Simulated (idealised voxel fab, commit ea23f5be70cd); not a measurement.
A process module follows: voxel self aligned vias.
Each square cell in cross-section cut measures 5 nm, and the section as a whole is 165 nm wide.
In what follows, cross-sections appear as grids of square cells, described through bands that run from the top down, where every band is one or more rows of cells.
Band: top and bottom heights (nm) first, top before bottom; then materials from left to right, widths in nm. "all across" marks a sole material filling the band edge to edge. "blank" denotes empty space.
Note: height 0 marks the level under which the wafer is uniformly one material as received. Lowest band unbounded below, written "0 nm and below".
It should be noted that a width expressed as "30..40" varies in equal increments from row to row of cells within the band, taking the value of the first number at the top row and that of the second number at the bottom row.
No cell of the cross-section changed in a step that is given as "nothing different".
Any empty space of 8 cells or more lacking an open way to the top shows up in "Enclosed internal cavities" as width x height at distance, distance from the left edge, in nm.
What comes after the settings on a step's line is commentary from the simulator itself on that step.
overlay nm: for a step with a mask, the amount by which the mask lay right of where it was planned; a negative amount means left of it.
[Here's what the planned process steps look like]
step 1: RECEIVE,material Si
step 2: CONFORMAL_DEP,material SiO2,thk nm 10
step 3: CONFORMAL_DEP,material SiCN,thk nm 5
step 4: DIRECTIONAL_DEP,material lowk,thk nm 25
step 5: PATTERN,tone open,mask id LINES,material resist,width nm 20,pitch nm 70,thk nm 15,overlay nm 0
step 6: DIRECTIONAL_ETCH,etch materials lowk,depth nm 25
step 7: STRIP,etch materials resist
step 8: CONFORMAL_DEP,material TiN,thk nm 5
step 9: FILL_DEP,material Ru,thk nm 10
step 10: CMP,height nm 40
step 11: SELECTIVE_ETCH,etch materials W Ru TiN,depth nm 10
step 12: FILL_DEP,material SiN,thk nm 10
step 13: CMP,height nm 40
step 14: DIRECTIONAL_DEP,material lowk,thk nm 20
step 15: MASKED_ETCH,tone open,mask id VIAS,width nm 40,etch materials lowk,depth nm 20,overlay nm 0
step 16: MASKED_ETCH,tone open,mask id VIAS,width nm 40,etch materials SiN,depth nm 10,overlay nm 0
step 17: CONFORMAL_DEP,material TiN,thk nm 5
step 18: FILL_DEP,material Ru,thk nm 5
step 19: CMP,height nm 60
step 20: CONFORMAL_DEP,material SiCN,thk nm 5
[As-received state of the wafer in cross-section, equivalent to post-step 1]
    0 nm and below: Si all across
    Enclosed internal cavities: none
[Cross-sectional view of the first of the two wafers upon completion of the module, processed in accordance with the plan]
    65 nm to 60 nm: SiCN all across
    60 nm to 45 nm: 25 lowk | 5 TiN | 30 Ru | 5 TiN | 100 lowk
    45 nm to 40 nm: 25 lowk | 15 TiN | 10 Ru | 15 TiN | 100 lowk
    40 nm to 35 nm: 35 lowk | 5 TiN | 10 Ru | 5 TiN | 50 lowk | 20 SiN | 40 lowk
    35 nm to 30 nm: 35 lowk | 20 TiN | 50 lowk | 20 SiN | 40 lowk
    30 nm to 20 nm: 35 lowk | 5 TiN | 10 Ru | 5 TiN | 50 lowk | 5 TiN | 10 Ru | 5 TiN | 40 lowk
    20 nm to 15 nm: 35 lowk | 20 TiN | 50 lowk | 20 TiN | 40 lowk
    15 nm to 10 nm: SiCN all across
    10 nm to 0 nm: SiO2 all across
    0 nm and below: Si all across
    Enclosed internal cavities: none
[End-of-module cross-section of the second wafer: identical starting point and process plan to the first, with one processing mistake]
    65 nm to 60 nm: SiCN all across
    60 nm to 45 nm: 25 lowk | 5 TiN | 30 Ru | 5 TiN | 100 lowk
    45 nm to 40 nm: 25 lowk | 25 TiN | 10 Ru | 5 TiN | 100 lowk
    40 nm to 35 nm: 45 lowk | 5 TiN | 10 Ru | 5 TiN | 50 lowk | 20 SiN | 30 lowk
    35 nm to 30 nm: 45 lowk | 20 TiN | 50 lowk | 20 SiN | 30 lowk
    30 nm to 20 nm: 45 lowk | 5 TiN | 10 Ru | 5 TiN | 50 lowk | 5 TiN | 10 Ru | 5 TiN | 30 lowk
    20 nm to 15 nm: 45 lowk | 20 TiN | 50 lowk | 20 TiN | 30 lowk
    15 nm to 10 nm: SiCN all across
    10 nm to 0 nm: SiO2 all across
    0 nm and below: Si all across
    Enclosed internal cavities: none
Where did the run depart from the plan? step 5 deviated from plan and actually ran as PATTERN,tone open,mask id LINES,material resist,width nm 20,pitch nm 70,thk nm 15,overlay nm 10
So at the finish, the second wafer's got exactly as many cells of each material as the first, just not in the same spots.
